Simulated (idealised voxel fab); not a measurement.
Process module, titled voxel transistor to metal
Cross-section cut spans 215 nm and uses square cells 5 nm in size.
Cross-sections here: square-cell grids, written as top-down lists of bands, a band being one or more rows of cells.
First you get the band's top height and its bottom height, in nm, and then the materials it's made of, left to right, with each width in nm. If you see a single material with "everywhere", that one covers the band edge to edge. "blank" is empty space.
It should be noted that heights are counted from 0, beneath which the wafer as supplied is of one material throughout, and that the lowest band possesses no lower boundary but continues downward, as written in "top 0, no bottom".
Width: "30..40" (first number = top row, second number = bottom row, same change from row to row of cells).
Take "remained unchanged" at face value: in the step it is given for, the cross-section changed in none of its cells.
The entry "Trapped voids" lists the empty spaces that cover at least 8 cells and have no open path to the top. Each is written as width x height at distance, where the distance is measured from the left edge and all three values are in nm.
Past the settings on a step's line: simulator remark, on that step.
overlay nm: mask offset rightward from planned place, masked step; negative means leftward offset.

# Process steps (planned)
| 1 | RECEIVE with material Si |
| 2 | CONFORMAL_DEP with material SiO2, thk nm 5 |
| 3 | CONFORMAL_DEP with material SiN, thk nm 15 |
| 4 | MASKED_ETCH with tone cover, mask id ACTIVE, width nm 110, etch materials SiN, depth nm 15, overlay nm 0 |
| 5 | MASKED_ETCH with tone cover, mask id ACTIVE, width nm 110, etch materials SiO2, depth nm 5, overlay nm 0 |
| 6 | MASKED_ETCH with tone cover, mask id ACTIVE, width nm 110, etch materials Si, depth nm 25, overlay nm 0 |
| 7 | OXIDIZE with depth nm 5 |
| 8 | FILL_DEP with material SiO2, thk nm 15 |
| 9 | CMP with height nm 20 |
| 10 | SELECTIVE_ETCH with etch materials SiO2, depth nm 15 |
| 11 | STRIP with etch materials SiN |
| 12 | SELECTIVE_ETCH with etch materials SiO2, depth nm 5 |
| 13 | OXIDIZE with depth nm 5 |
| 14 | DIRECTIONAL_DEP with material polySi, thk nm 30 |
| 15 | DIRECTIONAL_DEP with material SiCN, thk nm 15 |
| 16 | DIRECTIONAL_DEP with material aC, thk nm 15 |
| 17 | PATTERN with tone cover, mask id GATE, material resist, width nm 30, thk nm 30, overlay nm 0 |
| 18 | DIRECTIONAL_ETCH with etch materials aC, depth nm 15 |
| 19 | STRIP with etch materials resist |
| 20 | DIRECTIONAL_ETCH with etch materials SiCN, depth nm 25 |
| 21 | DIRECTIONAL_ETCH with etch materials polySi, depth nm 40 |
| 22 | STRIP with etch materials aC |
| 23 | CONFORMAL_DEP with material SiO2, thk nm 5 |
| 24 | DIRECTIONAL_ETCH with etch materials SiO2, depth nm 5 |
| 25 | CONFORMAL_DEP with material SiN, thk nm 5 |
| 26 | DIRECTIONAL_ETCH with etch materials SiN, depth nm 5 |
| 27 | DIRECTIONAL_ETCH with etch materials SiO2, depth nm 5 |
| 28 | DIRECTIONAL_ETCH with etch materials Si, depth nm 5 |
| 29 | EPI with material pSi, thk nm 5 |
| 30 | FILL_DEP with material SiO2, thk nm 5 |
| 31 | CMP with height nm 30 |
| 32 | STRIP with etch materials polySi |
| 33 | SELECTIVE_ETCH with etch materials SiO2, depth nm 5 |
| 34 | CONFORMAL_DEP with material HfO2, thk nm 5 |
| 35 | CONFORMAL_DEP with material TiN, thk nm 5 |
| 36 | FILL_DEP with material W, thk nm 5 |
| 37 | CMP with height nm 25 |
| 38 | DIRECTIONAL_DEP with material SiO2, thk nm 15 |
| 39 | DIRECTIONAL_DEP with material aC, thk nm 15 |
| 40 | PATTERN with tone open, mask id CONTACT, material resist, width nm 20, pitch nm 80, thk nm 30, overlay nm 0 |
| 41 | DIRECTIONAL_ETCH with etch materials aC, depth nm 15 |
| 42 | STRIP with etch materials resist |
| 43 | DIRECTIONAL_ETCH with etch materials SiO2, depth nm 45 |
| 44 | STRIP with etch materials aC |
| 45 | CONFORMAL_DEP with material TiN, thk nm 5 |
| 46 | FILL_DEP with material W, thk nm 10 |
| 47 | CMP with height nm 40 |
| 48 | DIRECTIONAL_DEP with material TiN, thk nm 5 |
| 49 | DIRECTIONAL_DEP with material Ru, thk nm 20 |
| 50 | DIRECTIONAL_DEP with material aC, thk nm 10 |
| 51 | PATTERN with tone cover, mask id METAL_1, material resist, width nm 20, pitch nm 80, thk nm 25, overlay nm 0 |
| 52 | DIRECTIONAL_ETCH with etch materials aC, depth nm 10 |
| 53 | STRIP with etch materials resist |
| 54 | DIRECTIONAL_ETCH with etch materials Ru, depth nm 20 |
| 55 | DIRECTIONAL_ETCH with etch materials TiN, depth nm 5 |
| 56 | STRIP with etch materials aC |
| 57 | CONFORMAL_DEP with material SiCN, thk nm 5 |
| 58 | FILL_DEP with material SiO2, thk nm 10 |
| 59 | CMP with height nm 65 |
| 60 | CONFORMAL_DEP with material SiCN, thk nm 5 |
What sets these wafers apart? The thk nm at step 48. They all start alike, and the plan carries the first wafer's value.

# Cross-section of the first of several wafers as received (after step 1)
	top 0, no bottom = Si everywhere
	Trapped voids: none

# Table: wafers, a row each; end-of-module cell change per material since receipt, gain (+), loss (-); then closed voids
thk nm 5; +18 HfO2; +32 Ru; -168 Si; +94 SiCN; +10 SiN; +494 SiO2; +62 TiN; +48 W; +12 pSi; Trapped voids: none
thk nm 10; +18 HfO2; +24 Ru; -168 Si; +90 SiCN; +10 SiN; +463 SiO2; +105 TiN; +48 W; +12 pSi; Trapped voids: none
thk nm 15; +18 HfO2; +16 Ru; -168 Si; +86 SiCN; +10 SiN; +432 SiO2; +148 TiN; +48 W; +12 pSi; Trapped voids: none
thk nm 20; +18 HfO2; +8 Ru; -168 Si; +82 SiCN; +10 SiN; +401 SiO2; +191 TiN; +48 W; +12 pSi; Trapped voids: none
